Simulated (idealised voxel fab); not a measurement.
process module | voxel double patterning
cross-section cut | 265 nm wide | cells 5 nm
A cross-section is a grid of square cells, given in bands from the top down. A band is one or more rows of cells.
Each band's line starts with the height of the band's top and of its bottom, in nm. Then come its materials from left to right, each with its width in nm. One material with "throughout" fills the band from edge to edge. "air" is empty space.
Height 0 is the level under which the wafer as received is all one material. The lowest band goes on downwards, as in "0 down".
A width such as "30 to 40" changes by the same amount from each row of cells to the next, from the band's top row to its bottom row.
"no change" after a step means that no cell of the cross-section changed.
closed voids: empty space of 8 cells or more with no open way to the top, each as width x height at its distance from the left edge, in nm
after a step's settings: what the simulator itself notes on the step
overlay nm, on a step with a mask: how far to the right of its planned place the mask lay; to the left if negative
plan
1 op RECEIVE | material Si
2 op CONFORMAL_DEP | material SiO2 | thk nm 5
3 op DIRECTIONAL_DEP | material W | thk nm 15
4 op DIRECTIONAL_DEP | material SiCN | thk nm 10
5 op MASKED_ETCH | tone open | mask id FIRST | width nm 15 | pitch nm 50 | etch materials SiCN | depth nm 10 | overlay nm 0
6 op MASKED_ETCH | tone open | mask id SECOND | width nm 15 | etch materials SiCN | depth nm 10 | overlay nm 0
7 op DIRECTIONAL_ETCH | etch materials W | depth nm 15
8 op STRIP | etch materials SiCN
first wafer, as planned
as received, after step 1
  0 down: Si throughout
  closed voids: none
after step 2
  5 to 0: SiO2 throughout
  below 0: unchanged
after step 3
  20 to 5: W throughout
  below 5: unchanged
after step 4
  30 to 20: SiCN throughout
  below 20: unchanged
after step 5
  30 to 20: SiCN 100 | air 15 | SiCN 35 | air 15 | SiCN 100
  below 20: unchanged
after step 6
  30 to 20: SiCN 100 | air 15 | SiCN 10 | air 15 | SiCN 10 | air 15 | SiCN 100
  below 20: unchanged
after step 7
  30 to 20: SiCN 100 | air 15 | SiCN 10 | air 15 | SiCN 10 | air 15 | SiCN 100
  20 to 5: W 100 | air 15 | W 10 | air 15 | W 10 | air 15 | W 100
  below 5: unchanged
after step 8
  20 to 5: W 100 | air 15 | W 10 | air 15 | W 10 | air 15 | W 100
  below 5: unchanged
second wafer: like start, like plan, one mistake. Through step 2 it matches the first wafer
when step 3 should have ended
  35 to 5: W throughout
  below 5: unchanged
when step 4 should have ended
  45 to 35: SiCN throughout
  below 35: unchanged
when step 5 should have ended
  45 to 35: SiCN 100 | air 15 | SiCN 35 | air 15 | SiCN 100
  below 35: unchanged
when step 6 should have ended
  45 to 35: SiCN 100 | air 15 | SiCN 10 | air 15 | SiCN 10 | air 15 | SiCN 100
  below 35: unchanged
when step 7 should have ended
  45 to 35: SiCN 100 | air 15 | SiCN 10 | air 15 | SiCN 10 | air 15 | SiCN 100
  35 to 20: W 100 | air 15 | W 10 | air 15 | W 10 | air 15 | W 100
  below 20: unchanged
when step 8 should have ended
  35 to 20: W 100 | air 15 | W 10 | air 15 | W 10 | air 15 | W 100
  below 20: unchanged
what went wrong: step 3 was run twice
at the end the second wafer has, in cells: 159 more of W
